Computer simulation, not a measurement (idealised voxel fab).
The process module that follows is named voxel ribs on slabs.
The width of the displayed cross-section, cut, is 270 nm; its cells are square, with a size of 5 nm.
Cross-sections here: square-cell grids, written as top-down lists of bands, a band being one or more rows of cells. The band entry comprises the height of the band's top followed by the height of its bottom, expressed in nm, and subsequently the band's materials from left to right, each stated together with its width in nm. Where a single material is marked with the word "everywhere", that material fills the band from edge to edge. The word "blank" represents empty space. Height datum 0, below which the as-received substrate wafer is one material. Lowest band open at the bottom, running downward: "0..down". The two numbers in a width such as "30 to 40" mark its ends across the band: the first belongs to the top row of cells, the second to the bottom row, and from each row to the next the width moves by the same amount. Take "no change" at face value: in the step it is given for, the cross-section changed in none of its cells. Enclosed voids (no open way to top), threshold 8 cells or more, entry "Sealed void list", notation width x height at distance, distance from left edge, nm. Read whatever lies past the settings on a step's line as the simulator's own remark about the step. Steps that use a mask can have "overlay nm" on their line. It says how far the mask sat to the right of where it was meant to be. Negative means to the left.
This section lists the process steps that were planned
1) RECEIVE: material Si
2) DIRECTIONAL_DEP: material SiO2, thk nm 20
3) DIRECTIONAL_DEP: material polySi, thk nm 15
4) MASKED_ETCH: tone cover, mask id RIB, width nm 30, etch materials polySi, depth nm 5, overlay nm 0
5) PATTERN: tone cover, mask id SLAB, material resist, width nm 60, thk nm 15, overlay nm 0
6) DIRECTIONAL_ETCH: etch materials polySi, depth nm 10
7) STRIP: etch materials resist
8) FILL_DEP: material SiO2, thk nm 20
9) CMP: height nm 50
10) DIRECTIONAL_DEP: material W, thk nm 5
11) DIRECTIONAL_DEP: material aC, thk nm 10
12) PATTERN: tone cover, mask id HEATER, material resist, width nm 40, thk nm 25, overlay nm 0
13) DIRECTIONAL_ETCH: etch materials aC, depth nm 10
14) STRIP: etch materials resist
15) DIRECTIONAL_ETCH: etch materials W, depth nm 5
16) STRIP: etch materials aC
17) CONFORMAL_DEP: material SiO2, thk nm 5
Wafer cross-section on receipt, i.e. after step 1
> 0..down  Si everywhere
> Sealed void list: none
Cross-sectional view of the first of the two wafers upon completion of the module, processed in accordance with the plan
> 60..55  blank 110 nm; SiO2 50 nm; blank 110 nm
> 55..50  SiO2 115 nm; W 40 nm; SiO2 115 nm
> 50..35  SiO2 everywhere
> 35..30  SiO2 120 nm; polySi 30 nm; SiO2 120 nm
> 30..20  SiO2 105 nm; polySi 60 nm; SiO2 105 nm
> 20..0  SiO2 everywhere
> 0..down  Si everywhere
> Sealed void list: none
Wafer two, sectioned after the module: the first wafer's start, the first wafer's plan, and one mistake in how it was run
> 60..55  blank 110 nm; SiO2 50 nm; blank 110 nm
> 55..50  SiO2 115 nm; W 40 nm; SiO2 115 nm
> 50..35  SiO2 everywhere
> 35..30  SiO2 125 nm; polySi 20 nm; SiO2 125 nm
> 30..20  SiO2 105 nm; polySi 60 nm; SiO2 105 nm
> 20..0  SiO2 everywhere
> 0..down  Si everywhere
> Sealed void list: none
The mistake made against the process plan was this: so step 4 ended up running with a different setting than we planned, it ran as MASKED_ETCH: tone cover, mask id RIB, width nm 20, etch materials polySi, depth nm 5, overlay nm 0
Final difference in cells, second wafer against first, listed per material as more or fewer: SiO2 +2, polySi -2
